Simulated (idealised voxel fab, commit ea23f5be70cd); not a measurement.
Process module heading - voxel wiring stack
Cross-section cut spans 200 nm and uses square cells 5 nm in size.
Bands, listed from the top down, are how a cross-section gets written in this document; the cross-section itself is a grid of square cells, and a band is one or more rows of them. Quick guide to a band line: top height, bottom height (nm) up front; then every material left to right with its width in nm. Only one material and it's marked "edge to edge"? Then it fills the band edge to edge. And "empty" just means empty space. Where do heights start? At 0: under that level the wafer as delivered is made of one material only. And the lowest band has no floor; it just carries on downward, as in "z 0 and below". Width: "30..40" (first number = top row, second number = bottom row, same change from row to row of cells). "remains unaltered" for a step: no cell of the cross-section changed in that step. The entry "Closed-off voids" lists the empty spaces that cover at least 8 cells and have no open path to the top. Each is written as width x height at distance, where the distance is measured from the left edge and all three values are in nm. Step line, after settings: the simulator's comment on this step. A step's line can hold "overlay nm"; with a mask on that step, the setting says how far right of the planned place the mask lay, while a negative setting says it lay to the left.

**plan**
| 1 | RECEIVE with material Si |
| 2 | CONFORMAL_DEP with material SiO2, thk nm 10 |
| 3 | DIRECTIONAL_DEP with material TiN, thk nm 5 |
| 4 | DIRECTIONAL_DEP with material Ru, thk nm 25 |
| 5 | PATTERN with tone cover, mask id METAL_1, material resist, width nm 30, pitch nm 45, thk nm 20, overlay nm 0 |
| 6 | DIRECTIONAL_ETCH with etch materials Ru, depth nm 25 |
| 7 | DIRECTIONAL_ETCH with etch materials TiN, depth nm 5 |
| 8 | STRIP with etch materials resist |
| 9 | FILL_DEP with material SiO2, thk nm 10 |
| 10 | CMP with height nm 40 |
| 11 | CONFORMAL_DEP with material SiCN, thk nm 5 |
| 12 | DIRECTIONAL_DEP with material lowk, thk nm 10 |
| 13 | PATTERN with tone open, mask id PLUG_1, material resist, width nm 15, pitch nm 45, thk nm 15, overlay nm 0 |
| 14 | DIRECTIONAL_ETCH with etch materials lowk, depth nm 10 |
| 15 | DIRECTIONAL_ETCH with etch materials SiCN, depth nm 5 |
| 16 | STRIP with etch materials resist |
| 17 | CONFORMAL_DEP with material TiN, thk nm 5 |
| 18 | FILL_DEP with material Cu, thk nm 5 |
| 19 | CMP with height nm 55 |
| 20 | CONFORMAL_DEP with material SiCN, thk nm 5 |
| 21 | DIRECTIONAL_DEP with material lowk, thk nm 25 |
| 22 | PATTERN with tone open, mask id METAL_2, material resist, width nm 30, pitch nm 45, thk nm 15, overlay nm 0 |
| 23 | DIRECTIONAL_ETCH with etch materials lowk, depth nm 25 |
| 24 | DIRECTIONAL_ETCH with etch materials SiCN, depth nm 5 |
| 25 | STRIP with etch materials resist |
| 26 | CONFORMAL_DEP with material TiN, thk nm 5 |
| 27 | FILL_DEP with material Ru, thk nm 10 |
| 28 | CMP with height nm 85 |
| 29 | EPI with material Ru, thk nm 5 |
| 30 | FILL_DEP with material SiCN, thk nm 5 |

**Incoming wafer, cross-sectional view, post step 1**
* z 0 and below  Si edge to edge
* Closed-off voids: none

**Wafer at module end, in section. Began as above, planned as above, run with one mistake**
* z 95 to 90  SiCN edge to edge
* z 90 to 85  35 SiCN  40 Ru  5 SiCN  40 Ru  5 SiCN  40 Ru  35 SiCN
* z 85 to 60  40 lowk  5 TiN  20 Ru  5 TiN  15 lowk  5 TiN  20 Ru  5 TiN  15 lowk  5 TiN  20 Ru  5 TiN  40 lowk
* z 60 to 55  40 SiCN  30 TiN  15 SiCN  30 TiN  15 SiCN  30 TiN  40 SiCN
* z 55 to 45  40 lowk  5 TiN  5 Cu  5 TiN  30 lowk  5 TiN  5 Cu  5 TiN  30 lowk  5 TiN  5 Cu  5 TiN  55 lowk
* z 45 to 40  40 SiCN  15 TiN  30 SiCN  15 TiN  30 SiCN  15 TiN  55 SiCN
* z 40 to 15  45 SiO2  25 Ru  20 SiO2  25 Ru  20 SiO2  25 Ru  40 SiO2
* z 15 to 10  45 SiO2  25 TiN  20 SiO2  25 TiN  20 SiO2  25 TiN  40 SiO2
* z 10 to 0  SiO2 edge to edge
* z 0 and below  Si edge to edge
* Closed-off voids: none
Deviation noted in wafer processing: for step 5, the planned setting was not used; the step was instead run as PATTERN with tone cover, mask id METAL_1, material resist, width nm 25, pitch nm 45, thk nm 20, overlay nm 0
